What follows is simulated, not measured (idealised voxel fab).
process module | voxel self aligned contacts
cross-section cut | 155 nm wide | cells 5 nm
A cross-section is a grid of square cells, given in bands from the top down. A band is one or more rows of cells.
Each band's line starts with the height of the band's top and of its bottom, in nm. Then come its materials from left to right, each with its width in nm. One material with "throughout" fills the band from edge to edge. "air" is empty space.
Height 0 is the level under which the wafer as received is all one material. The lowest band goes on downwards, as in "0 down".
A width such as "30 to 40" changes by the same amount from each row of cells to the next, from the band's top row to its bottom row.
"no change" after a step means that no cell of the cross-section changed.
closed voids: empty space of 8 cells or more with no open way to the top, each as width x height at its distance from the left edge, in nm
after a step's settings: what the simulator itself notes on the step
overlay nm, on a step with a mask: how far to the right of its planned place the mask lay; to the left if negative
plan
1 op RECEIVE | material Si
2 op OXIDIZE | depth nm 5
3 op DIRECTIONAL_DEP | material polySi | thk nm 30
4 op DIRECTIONAL_DEP | material SiN | thk nm 15
5 op PATTERN | tone cover | mask id GATE | material resist | width nm 25 | pitch nm 50 | thk nm 15 | overlay nm 0
6 op DIRECTIONAL_ETCH | etch materials SiN | depth nm 15
7 op DIRECTIONAL_ETCH | etch materials polySi | depth nm 30
8 op STRIP | etch materials resist
9 op CONFORMAL_DEP | material SiN | thk nm 5
10 op DIRECTIONAL_ETCH | etch materials SiN | depth nm 5
11 op FILL_DEP | material SiO2 | thk nm 15
12 op CMP | height nm 50
13 op PATTERN | tone open | mask id CONTACT | material resist | width nm 35 | thk nm 20 | overlay nm 0
14 op DIRECTIONAL_ETCH | etch materials SiO2 | depth nm 55
15 op STRIP | etch materials resist
16 op CONFORMAL_DEP | material TiN | thk nm 5
17 op FILL_DEP | material Ru | thk nm 10
18 op CMP | height nm 50
19 op CONFORMAL_DEP | material SiCN | thk nm 5
as received, after step 1
  0 down: Si throughout
  closed voids: none
a wafer at the end: this start, this plan, one mistake
  55 to 50: SiCN throughout
  50 to 45: SiO2 60 | TiN 25 | Ru 5 | TiN 5 | SiO2 60
  45 to 30: SiO2 45 | SiN 35 | TiN 5 | Ru 5 | TiN 5 | SiN 35 | SiO2 25
  30 to 0: SiO2 45 | SiN 5 | polySi 25 | SiN 5 | TiN 5 | Ru 5 | TiN 5 | SiN 5 | polySi 25 | SiN 5 | SiO2 25
  0 to -5: SiO2 80 | TiN 15 | SiO2 60
  -5 down: Si throughout
  closed voids: none
what went wrong: step 5 ran as: op PATTERN | tone cover | mask id GATE | material resist | width nm 25 | pitch nm 50 | thk nm 15 | overlay nm 10
